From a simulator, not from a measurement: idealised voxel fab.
You're looking at the process module voxel self aligned vias.
Xsec cut, 295 nm wide, square cell size 5 nm.
Reading order for cross-sections: top band down to bottom band. Underlying form: a grid of square cells. Band size: one or more rows of cells.
In this notation a band is specified by the heights of its top and bottom, in that order and in nm, after which its materials appear from left to right, each paired with its width in nm. The word "everywhere" attached to a single material means that material fills the band from edge to edge; the word "empty" stands for empty space.
Where do heights start? At 0: under that level the wafer as delivered is made of one material only. And the lowest band has no floor; it just carries on downward, as in "0 and below".
Quick explanation for "30 to 40": the width changes in equal steps down the rows of cells, from the first number in the band's top row to the second number in its bottom row.
Take "no modifications" at face value: in the step it is given for, the cross-section changed in none of its cells.
So "Closed void inventory" is basically the list of trapped voids: any empty space of 8 cells or more that can't reach the top through an opening. They're written width x height at distance, the distance being from the left edge, and it's all nm.
Past the settings on a step's line: simulator remark, on that step.
The "overlay nm" setting may appear on a step's line; for a step that uses a mask, it gives how far to the right of its planned position the mask lay, and a negative value indicates the left.
# plan
1. op RECEIVE | material Si
2. op CONFORMAL_DEP | material SiO2 | thk nm 10
3. op CONFORMAL_DEP | material SiCN | thk nm 5
4. op DIRECTIONAL_DEP | material SiO2 | thk nm 25
5. op DIRECTIONAL_DEP | material aC | thk nm 15
6. op PATTERN | tone open | mask id LINES | material resist | width nm 20 | pitch nm 55 | thk nm 30 | overlay nm 0
7. op DIRECTIONAL_ETCH | etch materials aC | depth nm 15
8. op STRIP | etch materials resist
9. op DIRECTIONAL_ETCH | etch materials SiO2 | depth nm 25
10. op STRIP | etch materials aC
11. op CONFORMAL_DEP | material TiN | thk nm 5
12. op FILL_DEP | material W | thk nm 10
13. op CMP | height nm 40
14. op SELECTIVE_ETCH | etch materials W Ru TiN | depth nm 5
15. op FILL_DEP | material SiN | thk nm 5
16. op CMP | height nm 40
17. op DIRECTIONAL_DEP | material SiO2 | thk nm 20
18. op MASKED_ETCH | tone open | mask id VIAS | width nm 30 | pitch nm 55 | etch materials SiO2 | depth nm 20 | overlay nm 0
19. op MASKED_ETCH | tone open | mask id VIAS | width nm 30 | pitch nm 55 | etch materials SiN | depth nm 5 | overlay nm 0
20. op CONFORMAL_DEP | material TiN | thk nm 5
21. op FILL_DEP | material Ru | thk nm 10
22. op CMP | height nm 60
23. op CONFORMAL_DEP | material SiN | thk nm 5
# First of two wafers: run as planned
# Cross-section of the wafer at receipt, which is the condition after step 1
	0 and below: Si everywhere
	Closed void inventory: none
# Step 2 complete: cross-section through the wafer
	10 down to 0: SiO2 everywhere
	Below 0 it's all the same as before, nothing changed down there.
# Step 3 complete: cross-section through the wafer
	15 down to 10: SiCN everywhere
	Below 10 it's all the same as before, nothing changed down there.
# Step 4 complete: cross-section through the wafer
	40 down to 15: SiO2 everywhere
	Below 15 it's all the same as before, nothing changed down there.
# Step 5 complete: cross-section through the wafer
	55 down to 40: aC everywhere
	Below 40 it's all the same as before, nothing changed down there.
# Step 6 complete: cross-section through the wafer
	85 down to 55: resist (80)  empty (20)  resist (35)  empty (20)  resist (35)  empty (20)  resist (85)
	Below 55 it's all the same as before, nothing changed down there.
# Step 7 complete: cross-section through the wafer
	70 down to 55: resist (80)  empty (20)  resist (35)  empty (20)  resist (35)  empty (20)  resist (85)
	55 down to 40: aC (80)  empty (20)  aC (35)  empty (20)  aC (35)  empty (20)  aC (85)
	Below 40 it's all the same as before, nothing changed down there.
# Step 8 complete: cross-section through the wafer
	55 down to 40: aC (80)  empty (20)  aC (35)  empty (20)  aC (35)  empty (20)  aC (85)
	Below 40 it's all the same as before, nothing changed down there.
# Step 9 complete: cross-section through the wafer
	55 down to 40: aC (80)  empty (20)  aC (35)  empty (20)  aC (35)  empty (20)  aC (85)
	40 down to 15: SiO2 (80)  empty (20)  SiO2 (35)  empty (20)  SiO2 (35)  empty (20)  SiO2 (85)
	Below 15 it's all the same as before, nothing changed down there.
# Step 10 complete: cross-section through the wafer
	40 down to 15: SiO2 (80)  empty (20)  SiO2 (35)  empty (20)  SiO2 (35)  empty (20)  SiO2 (85)
	Below 15 it's all the same as before, nothing changed down there.
# Step 11 complete: cross-section through the wafer
	45 down to 40: TiN (85)  empty (10)  TiN (45)  empty (10)  TiN (45)  empty (10)  TiN (90)
	40 down to 20: SiO2 (80)  TiN (5)  empty (10)  TiN (5)  SiO2 (35)  TiN (5)  empty (10)  TiN (5)  SiO2 (35)  TiN (5)  empty (10)  TiN (5)  SiO2 (85)
	20 down to 15: SiO2 (80)  TiN (20)  SiO2 (35)  TiN (20)  SiO2 (35)  TiN (20)  SiO2 (85)
	Below 15 it's all the same as before, nothing changed down there.
# Step 12 complete: cross-section through the wafer
	55 down to 45: W everywhere
	45 down to 40: TiN (85)  W (10)  TiN (45)  W (10)  TiN (45)  W (10)  TiN (90)
	40 down to 20: SiO2 (80)  TiN (5)  W (10)  TiN (5)  SiO2 (35)  TiN (5)  W (10)  TiN (5)  SiO2 (35)  TiN (5)  W (10)  TiN (5)  SiO2 (85)
	Below 20 it's all the same as before, nothing changed down there.
# Step 13 complete: cross-section through the wafer
	40 down to 20: SiO2 (80)  TiN (5)  W (10)  TiN (5)  SiO2 (35)  TiN (5)  W (10)  TiN (5)  SiO2 (35)  TiN (5)  W (10)  TiN (5)  SiO2 (85)
	Below 20 it's all the same as before, nothing changed down there.
# Step 14 complete: cross-section through the wafer
	40 down to 35: SiO2 (80)  empty (20)  SiO2 (35)  empty (20)  SiO2 (35)  empty (20)  SiO2 (85)
	Below 35 it's all the same as before, nothing changed down there.
# Step 15 complete: cross-section through the wafer
	45 down to 40: SiN everywhere
	40 down to 35: SiO2 (80)  SiN (20)  SiO2 (35)  SiN (20)  SiO2 (35)  SiN (20)  SiO2 (85)
	Below 35 it's all the same as before, nothing changed down there.
# Step 16 complete: cross-section through the wafer
	40 down to 35: SiO2 (80)  SiN (20)  SiO2 (35)  SiN (20)  SiO2 (35)  SiN (20)  SiO2 (85)
	Below 35 it's all the same as before, nothing changed down there.
# Step 17 complete: cross-section through the wafer
	60 down to 40: SiO2 everywhere
	Below 40 it's all the same as before, nothing changed down there.
# Step 18 complete: cross-section through the wafer
	60 down to 40: SiO2 (75)  empty (30)  SiO2 (25)  empty (30)  SiO2 (25)  empty (30)  SiO2 (80)
	Below 40 it's all the same as before, nothing changed down there.
# Step 19 complete: cross-section through the wafer
	60 down to 40: SiO2 (75)  empty (30)  SiO2 (25)  empty (30)  SiO2 (25)  empty (30)  SiO2 (80)
	40 down to 35: SiO2 (80)  empty (20)  SiO2 (35)  empty (20)  SiO2 (35)  empty (20)  SiO2 (85)
	Below 35 it's all the same as before, nothing changed down there.
# Step 20 complete: cross-section through the wafer
	65 down to 60: TiN (80)  empty (20)  TiN (35)  empty (20)  TiN (35)  empty (20)  TiN (85)
	60 down to 45: SiO2 (75)  TiN (5)  empty (20)  TiN (5)  SiO2 (25)  TiN (5)  empty (20)  TiN (5)  SiO2 (25)  TiN (5)  empty (20)  TiN (5)  SiO2 (80)
	45 down to 40: SiO2 (75)  TiN (10)  empty (10)  TiN (10)  SiO2 (25)  TiN (10)  empty (10)  TiN (10)  SiO2 (25)  TiN (10)  empty (10)  TiN (10)  SiO2 (80)
	40 down to 35: SiO2 (80)  TiN (20)  SiO2 (35)  TiN (20)  SiO2 (35)  TiN (20)  SiO2 (85)
	Below 35 it's all the same as before, nothing changed down there.
# Step 21 complete: cross-section through the wafer
	75 down to 65: Ru everywhere
	65 down to 60: TiN (80)  Ru (20)  TiN (35)  Ru (20)  TiN (35)  Ru (20)  TiN (85)
	60 down to 45: SiO2 (75)  TiN (5)  Ru (20)  TiN (5)  SiO2 (25)  TiN (5)  Ru (20)  TiN (5)  SiO2 (25)  TiN (5)  Ru (20)  TiN (5)  SiO2 (80)
	45 down to 40: SiO2 (75)  TiN (10)  Ru (10)  TiN (10)  SiO2 (25)  TiN (10)  Ru (10)  TiN (10)  SiO2 (25)  TiN (10)  Ru (10)  TiN (10)  SiO2 (80)
	Below 40 it's all the same as before, nothing changed down there.
# Step 22 complete: cross-section through the wafer
	60 down to 45: SiO2 (75)  TiN (5)  Ru (20)  TiN (5)  SiO2 (25)  TiN (5)  Ru (20)  TiN (5)  SiO2 (25)  TiN (5)  Ru (20)  TiN (5)  SiO2 (80)
	Below 45 it's all the same as before, nothing changed down there.
# Step 23 complete: cross-section through the wafer
	65 down to 60: SiN everywhere
	Below 60 it's all the same as before, nothing changed down there.
# The second wafer: identical to the first at the outset and in its planned sequence, differing only in that one mistake was made during processing; up to and including step 21, its path is the first wafer's path
when step 22 should have ended: no modifications
# when step 23 should have ended
	80 down to 75: SiN everywhere
	Below 75 it's all the same as before, nothing changed down there.
Want to know what went wrong? the run left out plan step 22 entirely, so it was never executed
Bottom line after processing is that, in cells, the second wafer is up or down on some materials versus the first: Ru +130, TiN +47
